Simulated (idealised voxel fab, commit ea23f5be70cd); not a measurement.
The name of this process module is voxel gate over fins.
Section cut is 205 nm wide and gridded with 5 nm square cells.
Bands, listed from the top down, are how a cross-section gets written in this document; the cross-section itself is a grid of square cells, and a band is one or more rows of them.
Look at the band entry: it leads with the top's height and the bottom's height in nm. Then it lists the materials left to right, with a width in nm for each. The word "full width" on a single material says that material fills the band edge to edge. The word "empty" is empty space.
Heads up on the height convention: 0 is the point under which the incoming wafer is all one material, and the lowest band has no bottom, it just keeps going down, like "0 and below".
Read "30..40" as a graded width: first number on top, second number at the bottom, same change between each pair of neighbouring rows.
"no change" (step): cross-section cells unchanged, all of them.
Look at "Encapsulated voids" for the closed voids: empty spaces with no open path to the top, sized 8 cells or up. Each is width x height at distance, distance from the left edge, all nm.
Formally, on a step line, whatever follows the settings is a remark that the simulator itself makes on the step.
overlay nm: for a step with a mask, the amount by which the mask lay right of where it was planned; a negative amount means left of it.

**Steps planned for the process**
- 1: RECEIVE,material Si
- 2: CONFORMAL_DEP,material SiN,thk nm 5
- 3: MASKED_ETCH,tone cover,mask id FINS,width nm 15,pitch nm 55,etch materials SiN,depth nm 5,overlay nm -15
- 4: MASKED_ETCH,tone cover,mask id FINS,width nm 15,pitch nm 55,etch materials Si,depth nm 35,overlay nm 0
- 5: OXIDIZE,depth nm 5
- 6: FILL_DEP,material SiO2,thk nm 10
- 7: CMP,height nm 5
- 8: DIRECTIONAL_DEP,material aC,thk nm 15
- 9: PATTERN,tone open,mask id RAIL,material resist,width nm 15,thk nm 35,overlay nm 0
- 10: DIRECTIONAL_ETCH,etch materials aC,depth nm 15
- 11: STRIP,etch materials resist
- 12: DIRECTIONAL_ETCH,etch materials SiO2,depth nm 35
- 13: STRIP,etch materials aC
- 14: CONFORMAL_DEP,material TiN,thk nm 5
- 15: FILL_DEP,material Ru,thk nm 5
- 16: CMP,height nm 5
- 17: SELECTIVE_ETCH,etch materials W Ru TiN,depth nm 30
- 18: FILL_DEP,material SiO2,thk nm 5
- 19: CMP,height nm 5
- 20: SELECTIVE_ETCH,etch materials SiO2,depth nm 20
- 21: STRIP,etch materials SiN
- 22: CONFORMAL_DEP,material HfO2,thk nm 5
- 23: CONFORMAL_DEP,material TiN,thk nm 5
- 24: FILL_DEP,material W,thk nm 15
- 25: CMP,height nm 20
- 26: CONFORMAL_DEP,material SiCN,thk nm 5
The value of overlay nm given for step 3 in the plan refers to the first wafer; the wafers vary in this setting and are alike at the start.

**Cross-section of the first incoming wafer of several, state after step 1**
    0 and below  Si full width
    Encapsulated voids: none

**End-of-module cross-section, first of several wafers, after last step 26**
    25 down to 20  SiCN full width
    20 down to 10  W full width
    10 down to 5  W=20, then TiN=25, then W=30, then TiN=25, then W=30, then TiN=25, then W=50
    5 down to 0  W=20, then TiN=5, then HfO2=15, then TiN=20, then W=15, then TiN=5, then HfO2=15, then TiN=20, then W=15, then TiN=5, then HfO2=15, then TiN=20, then W=35
    0 down to -5  W=20, then TiN=5, then HfO2=5, then Si=5, then HfO2=20, then TiN=5, then W=15, then TiN=5, then HfO2=5, then Si=5, then HfO2=20, then TiN=5, then W=15, then TiN=5, then HfO2=5, then Si=5, then HfO2=20, then TiN=5, then W=35
    -5 down to -10  TiN=25, then HfO2=5, then Si=20, then HfO2=5, then TiN=25, then HfO2=5, then Si=20, then HfO2=5, then TiN=25, then HfO2=5, then Si=20, then HfO2=5, then TiN=40
    -10 down to -15  HfO2=30, then Si=20, then HfO2=35, then Si=20, then HfO2=35, then Si=20, then HfO2=45
    -15 down to -25  SiO2=30, then Si=20, then SiO2=35, then Si=20, then SiO2=35, then Si=20, then SiO2=45
    -25 down to -30  SiO2=30, then Si=20, then SiO2=15, then TiN=15, then SiO2=5, then Si=20, then SiO2=35, then Si=20, then SiO2=45
    -30 down to -40  SiO2=30, then Si=20, then SiO2=35, then Si=20, then SiO2=35, then Si=20, then SiO2=45
    -40 and below  Si full width
    Encapsulated voids: none

**Showing the last wafer in cross-section at the end of the module**
    25 down to 20  SiCN full width
    20 down to 10  W full width
    10 down to 5  W=50, then TiN=25, then W=30, then TiN=25, then W=30, then TiN=25, then W=20
    5 down to 0  W=35, then TiN=20, then HfO2=15, then TiN=5, then W=15, then TiN=20, then HfO2=15, then TiN=5, then W=15, then TiN=20, then HfO2=15, then TiN=5, then W=20
    0 down to -5  W=35, then TiN=5, then HfO2=20, then Si=5, then HfO2=5, then TiN=5, then W=15, then TiN=5, then HfO2=20, then Si=5, then HfO2=5, then TiN=5, then W=15, then TiN=5, then HfO2=20, then Si=5, then HfO2=5, then TiN=5, then W=20
    -5 down to -10  TiN=40, then HfO2=5, then Si=20, then HfO2=5, then TiN=25, then HfO2=5, then Si=20, then HfO2=5, then TiN=25, then HfO2=5, then Si=20, then HfO2=5, then TiN=25
    -10 down to -15  HfO2=45, then Si=20, then HfO2=35, then Si=20, then HfO2=35, then Si=20, then HfO2=30
    -15 down to -25  SiO2=45, then Si=20, then SiO2=35, then Si=20, then SiO2=35, then Si=20, then SiO2=30
    -25 down to -30  SiO2=45, then Si=20, then SiO2=5, then TiN=10, then SiO2=20, then Si=20, then SiO2=35, then Si=20, then SiO2=30
    -30 down to -40  SiO2=45, then Si=20, then SiO2=35, then Si=20, then SiO2=35, then Si=20, then SiO2=30
    -40 and below  Si full width
    Encapsulated voids: none

**Below is a per-wafer table. In it, each row describes the wafer at the end of the module by giving, for each material, the number of cells gained (+) or lost (-) since the wafer was received, and after that the closed voids of the wafer**
overlay nm -15 | +59 HfO2 | -241 Si | +41 SiCN | +142 SiO2 | +62 TiN | +142 W | Encapsulated voids: none
overlay nm -10 | +59 HfO2 | -262 Si | +41 SiCN | +157 SiO2 | +62 TiN | +148 W | Encapsulated voids: none
overlay nm -5 | +59 HfO2 | -283 Si | +41 SiCN | +172 SiO2 | +62 TiN | +154 W | Encapsulated voids: none
overlay nm 0 | +59 HfO2 | -304 Si | +41 SiCN | +187 SiO2 | +62 TiN | +160 W | Encapsulated voids: none
overlay nm 5 | +59 HfO2 | -283 Si | +41 SiCN | +172 SiO2 | +62 TiN | +154 W | Encapsulated voids: none
overlay nm 10 | +59 HfO2 | -262 Si | +41 SiCN | +157 SiO2 | +62 TiN | +148 W | Encapsulated voids: none
overlay nm 15 | +59 HfO2 | -241 Si | +41 SiCN | +143 SiO2 | +61 TiN | +142 W | Encapsulated voids: none
